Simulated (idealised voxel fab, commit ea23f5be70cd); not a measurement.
This section sets out a process module, namely voxel released beams.
The figure presents cross-section cut, which has a width of 205 nm and is divided into square cells with an edge length of 5 nm.
Throughout this document, each cross-section is represented as a grid of square cells and is presented as a sequence of bands enumerated from the top downward, where a band comprises one or more rows of cells. In this notation a band is specified by the heights of its top and bottom, in that order and in nm, after which its materials appear from left to right, each paired with its width in nm. The word "all across" attached to a single material means that material fills the band from edge to edge; the word "air" stands for empty space. A quick word on heights: they are counted from 0, and under that level the wafer as it came to us is one material throughout. The lowest band is different from the rest in having no bottom; it simply continues downward, written as in "0 and below". A width such as "30..40" changes by the same amount from each row of cells to the next, from the band's top row to its bottom row. When a step is marked "nothing altered", none of the cells in the cross-section changed during that step. Entry "Tabulated closed voids" = empty spaces >= 8 cells with no open way to the top; each as width x height at distance, distance from left edge, all nm. Post-settings text on a step line: simulator's own remark regarding the step. "overlay nm" on a masked step: distance the mask lay right of its planned place, negative for left.

These are the steps we planned for the process:
- 1: RECEIVE,material Si
- 2: CONFORMAL_DEP,material SiN,thk nm 10
- 3: DIRECTIONAL_DEP,material SiO2,thk nm 15
- 4: MASKED_ETCH,tone open,mask id ANCHOR,width nm 45,etch materials SiO2,depth nm 15,overlay nm 0
- 5: CONFORMAL_DEP,material TiN,thk nm 15
- 6: MASKED_ETCH,tone cover,mask id BEAM,width nm 95,etch materials TiN,depth nm 15,overlay nm 0
- 7: STRIP,etch materials SiO2

This is the cross-section of the wafer as we received it, i.e. after step 1:
0 and below: Si all across
Tabulated closed voids: none

Cross-sectional image of the first of two wafers at the end of the module, the run having proceeded as planned:
40 down to 25: air 50 nm; TiN 20 nm; air 15 nm; TiN 60 nm; air 60 nm
25 down to 10: air 55 nm; TiN 45 nm; air 105 nm
10 down to 0: SiN all across
0 and below: Si all across
Tabulated closed voids: none

So this is wafer number two of the two, cut at the end of the module - it started where the first did and had the same plan, we just got one thing wrong running it:
55 down to 40: air 50 nm; TiN 95 nm; air 60 nm
40 down to 25: TiN all across
25 down to 10: SiO2 55 nm; TiN 45 nm; SiO2 105 nm
10 down to 0: SiN all across
0 and below: Si all across
Tabulated closed voids: none
Against the plan, the run slipped here: yeah, plan step 5 got run twice
Count the cells at the end and the second wafer has more or fewer of some materials than the first: SiO2: 96 more; TiN: 132 more
